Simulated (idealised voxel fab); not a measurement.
Documented hereafter: the process module known as voxel self aligned contacts.
Displayed cross-section: cut, width of 260 nm, square cells sized 5 nm.
Format of a cross-section: grid, square cells. Given as bands. Order: top down. Band: one or more rows of cells.
Per band: top height and bottom height in nm, followed by the left-to-right materials and their widths in nm; "all across" marks a single material spanning edge to edge, "empty" marks empty space.
Heights are expressed relative to 0, this being the level below which the as-received wafer comprises one material exclusively. The lowest band is unbounded in the downward direction and is denoted as in "0..down".
It should be noted that a width expressed as "30->40" varies in equal increments from row to row of cells within the band, taking the value of the first number at the top row and that of the second number at the bottom row.
"changes: none" after a step means that no cell of the cross-section changed.
Entry "Trapped cavities" = empty spaces >= 8 cells with no open way to the top; each as width x height at distance, distance from left edge, all nm.
Read whatever lies past the settings on a step's line as the simulator's own remark about the step.
You can add "overlay nm" to a step's line. For a step with a mask, it describes how far the mask lay to the right of its planned position, and a negative number describes a lay to the left.

LIST OF PLANNED PROCESS STEPS
1,RECEIVE, material Si
2,OXIDIZE, depth nm 5
3,DIRECTIONAL_DEP, material polySi, thk nm 25
4,DIRECTIONAL_DEP, material SiN, thk nm 25
5,MASKED_ETCH, tone cover, mask id GATE, width nm 30, pitch nm 75, etch materials SiN, depth nm 25, overlay nm 0
6,MASKED_ETCH, tone cover, mask id GATE, width nm 30, pitch nm 75, etch materials polySi, depth nm 25, overlay nm 0
7,CONFORMAL_DEP, material SiN, thk nm 10
8,DIRECTIONAL_ETCH, etch materials SiN, depth nm 10
9,FILL_DEP, material SiO2, thk nm 15
10,CMP, height nm 60
11,DIRECTIONAL_DEP, material aC, thk nm 10
12,PATTERN, tone open, mask id CONTACT, material resist, width nm 55, pitch nm 75, thk nm 30, overlay nm 0
13,DIRECTIONAL_ETCH, etch materials aC, depth nm 10
14,STRIP, etch materials resist
15,DIRECTIONAL_ETCH, etch materials SiO2, depth nm 65
16,STRIP, etch materials aC
17,CONFORMAL_DEP, material TiN, thk nm 5
18,FILL_DEP, material Ru, thk nm 10
19,CMP, height nm 60
20,CONFORMAL_DEP, material SiCN, thk nm 5

CROSS-SECTION OF THE WAFER AT RECEIPT, WHICH IS THE CONDITION AFTER STEP 1
- 0..down = Si all across
- Trapped cavities: none

FIRST WAFER OF TWO, SECTIONED AT END OF MODULE; RUN WENT PER PLAN
- 65..60 = SiCN all across
- 60..50 = SiO2 65 nm / TiN 5->20 nm / Ru 45->15 nm / TiN 5->20 nm / SiO2 20 nm / TiN 5->20 nm / Ru 45->15 nm / TiN 5->20 nm / SiO2 65 nm
- 50..25 = SiO2 30 nm / SiN 50 nm / TiN 5 nm / Ru 15 nm / TiN 5 nm / SiN 50 nm / TiN 5 nm / Ru 15 nm / TiN 5 nm / SiN 50 nm / SiO2 30 nm
- 25..0 = SiO2 30 nm / SiN 10 nm / polySi 30 nm / SiN 10 nm / TiN 5 nm / Ru 15 nm / TiN 5 nm / SiN 10 nm / polySi 30 nm / SiN 10 nm / TiN 5 nm / Ru 15 nm / TiN 5 nm / SiN 10 nm / polySi 30 nm / SiN 10 nm / SiO2 30 nm
- 0..-5 = SiO2 80 nm / TiN 25 nm / SiO2 50 nm / TiN 25 nm / SiO2 80 nm
- -5..down = Si all across
- Trapped cavities: none

CROSS-SECTIONAL IMAGE OF THE SECOND WAFER OF THE TWO FOLLOWING COMPLETION OF THE MODULE. STARTING STATE AND PROCESS PLAN WERE THE SAME AS FOR THE FIRST WAFER; ONE EXECUTION ERROR OCCURRED
- 65..60 = SiCN all across
- 60..50 = SiO2 30 nm / Ru 50 nm / TiN 5 nm / Ru 15 nm / TiN 5 nm / Ru 50 nm / TiN 5 nm / Ru 15 nm / TiN 5 nm / Ru 50 nm / SiO2 30 nm
- 50..25 = SiO2 30 nm / Ru 10 nm / SiN 30 nm / Ru 10 nm / TiN 5 nm / Ru 15 nm / TiN 5 nm / Ru 10 nm / SiN 30 nm / Ru 10 nm / TiN 5 nm / Ru 15 nm / TiN 5 nm / Ru 10 nm / SiN 30 nm / Ru 10 nm / SiO2 30 nm
- 25..15 = SiO2 30 nm / Ru 10 nm / polySi 30 nm / Ru 10 nm / TiN 5 nm / Ru 15 nm / TiN 5 nm / Ru 10 nm / polySi 30 nm / Ru 10 nm / TiN 5 nm / Ru 15 nm / TiN 5 nm / Ru 10 nm / polySi 30 nm / Ru 10 nm / SiO2 30 nm
- 15..10 = SiO2 30 nm / Ru 10 nm / polySi 30 nm / Ru 10 nm / TiN 25 nm / Ru 10 nm / polySi 30 nm / Ru 10 nm / TiN 25 nm / Ru 10 nm / polySi 30 nm / Ru 10 nm / SiO2 30 nm
- 10..0 = Ru 40 nm / polySi 30 nm / Ru 45 nm / polySi 30 nm / Ru 45 nm / polySi 30 nm / Ru 40 nm
- 0..-5 = SiO2 all across
- -5..down = Si all across
- Trapped cavities: none
what went wrong: step 7 ran with different settings than intended, the actual operation and settings being CONFORMAL_DEP, material Ru, thk nm 10
Final wafer comparison in cells, second versus first, more or fewer per material: Ru +194; SiN -120; SiO2 -50; TiN -24
